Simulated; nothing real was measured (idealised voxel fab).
The document below concerns the process module designated voxel quadruple lines.
For reference, the cross-section in this document is cut, with width 220 nm and square cells of 5 nm.
Cross-section, as written here: a square-cell grid given band by band from the top down, where a band holds one or more rows of cells.
Band entry format. Leading values: height of top, height of bottom, nm. Remainder: materials in left-to-right order, each with its width in nm. Special words: "everywhere" on a single material, which then fills the band edge to edge; "blank", empty space.
Note: height 0 marks the level under which the wafer is uniformly one material as received. Lowest band unbounded below, written "from 0 down".
You'd read "30 to 40" like this: the band's top row of cells is as wide as the first number, its bottom row is as wide as the second, and going down, every row changes width by the same amount as the row before did.
You'll sometimes find "nothing different" written for a step, and that's the way of saying that nowhere in the cross-section did a cell change during that step.
"Encapsulated voids" lists enclosed empty spaces (at least 8 cells, no open path upward to the top), each as width x height at distance from the left edge, in nm.
If you see something after the settings on a step's line, that's the simulator's own remark about that step.
"overlay nm" denotes, for a step that has a mask, the displacement of the mask to the right of its planned place, with negative values corresponding to the left.

Below is the list of planned process steps
1) RECEIVE [material Si]
2) CONFORMAL_DEP [material SiO2] [thk nm 5]
3) DIRECTIONAL_DEP [material Ru] [thk nm 10]
4) DIRECTIONAL_DEP [material polySi] [thk nm 20]
5) DIRECTIONAL_DEP [material aC] [thk nm 20]
6) PATTERN [tone cover] [mask id MANDREL] [material resist] [width nm 20] [pitch nm 60] [thk nm 30] [overlay nm 0]
7) DIRECTIONAL_ETCH [etch materials aC] [depth nm 20]
8) STRIP [etch materials resist]
9) CONFORMAL_DEP [material SiO2] [thk nm 10]
10) DIRECTIONAL_ETCH [etch materials SiO2] [depth nm 10]
11) STRIP [etch materials aC]
12) DIRECTIONAL_ETCH [etch materials polySi] [depth nm 20]
13) STRIP [etch materials SiO2]
14) CONFORMAL_DEP [material SiCN] [thk nm 5]
15) DIRECTIONAL_ETCH [etch materials SiCN] [depth nm 5]
16) STRIP [etch materials polySi]
17) DIRECTIONAL_ETCH [etch materials Ru] [depth nm 10]
18) STRIP [etch materials SiCN]
19) FILL_DEP [material lowk] [thk nm 10]
20) CMP [height nm 15]

Wafer at receipt (post step 1), cross-section
  from 0 down | Si everywhere
  Encapsulated voids: none

Starting structure and process plan are as shown above, but one mistake was made in running the module; the wafer cross-section at the end of the module follows
  from 5 to 0 | SiO2 everywhere
  from 0 down | Si everywhere
  Encapsulated voids: none
Want to know what went wrong? step 20: run off-plan, actual operation and settings CMP [height nm 5]
